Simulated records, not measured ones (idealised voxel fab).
The process module presented herein is designated voxel plated lines.
It is cross-section cut that appears here, measuring 270 nm in width, its square cells being 5 nm in size.
Cross-section, as written here: a square-cell grid given band by band from the top down, where a band holds one or more rows of cells.
Band: top and bottom heights (nm) first, top before bottom; then materials from left to right, widths in nm. "edge to edge" marks a sole material filling the band edge to edge. "air" denotes empty space.
Zero point of the height axis is 0; under it, received wafer = one material. Lowest band: continues down indefinitely, "0..down".
Graded width ("30->40"): value in top row of band = first number; value in bottom row = second number; row-to-row change constant.
Where the words "remained the same" appear for a step, the cross-section shows no cell changed by that step; every cell remained as before.
You'll see "Closed void register" listing empty spaces that have no way open to the top, as long as they're 8 cells or more; the notation is width x height at distance, where the distance is from the left edge, and all of it is in nm.
Where a step's line continues beyond its settings, the continuation is a remark by the simulator itself on that step.
overlay nm: for a step with a mask, the amount by which the mask lay right of where it was planned; a negative amount means left of it.

## Planned process steps
1. RECEIVE,material Si
2. CONFORMAL_DEP,material Al2O3,thk nm 15
3. DIRECTIONAL_DEP,material TiN,thk nm 5
4. PATTERN,tone open,mask id LINES,material resist,width nm 15,pitch nm 35,thk nm 30,overlay nm -15
5. EPI,material Ru,thk nm 10
6. EPI,material Ru,thk nm 5
7. STRIP,etch materials resist
8. DIRECTIONAL_ETCH,etch materials TiN,depth nm 5
9. CONFORMAL_DEP,material SiO2,thk nm 5
Wafer-to-wafer difference: overlay nm, step 4. Common start. Plan = first wafer's value.

## As-received cross-section, first of several wafers, post step 1
> 0..down | Si edge to edge
> Closed void register: none

## Per wafer (row), end of module: delta in cells per material since receipt, (+) for gained, (-) for lost; closed voids after that
overlay nm -15; +162 Al2O3; +18 Ru; +70 SiO2; +6 TiN; Closed void register: none
overlay nm -10; +162 Al2O3; +18 Ru; +70 SiO2; +6 TiN; Closed void register: none
overlay nm -5; +162 Al2O3; +18 Ru; +70 SiO2; +6 TiN; Closed void register: none
overlay nm 0; +162 Al2O3; +18 Ru; +70 SiO2; +6 TiN; Closed void register: none
overlay nm 5; +162 Al2O3; +18 Ru; +70 SiO2; +6 TiN; Closed void register: none
overlay nm 10; +162 Al2O3; +18 Ru; +70 SiO2; +6 TiN; Closed void register: none
overlay nm 15; +162 Al2O3; +18 Ru; +70 SiO2; +6 TiN; Closed void register: none
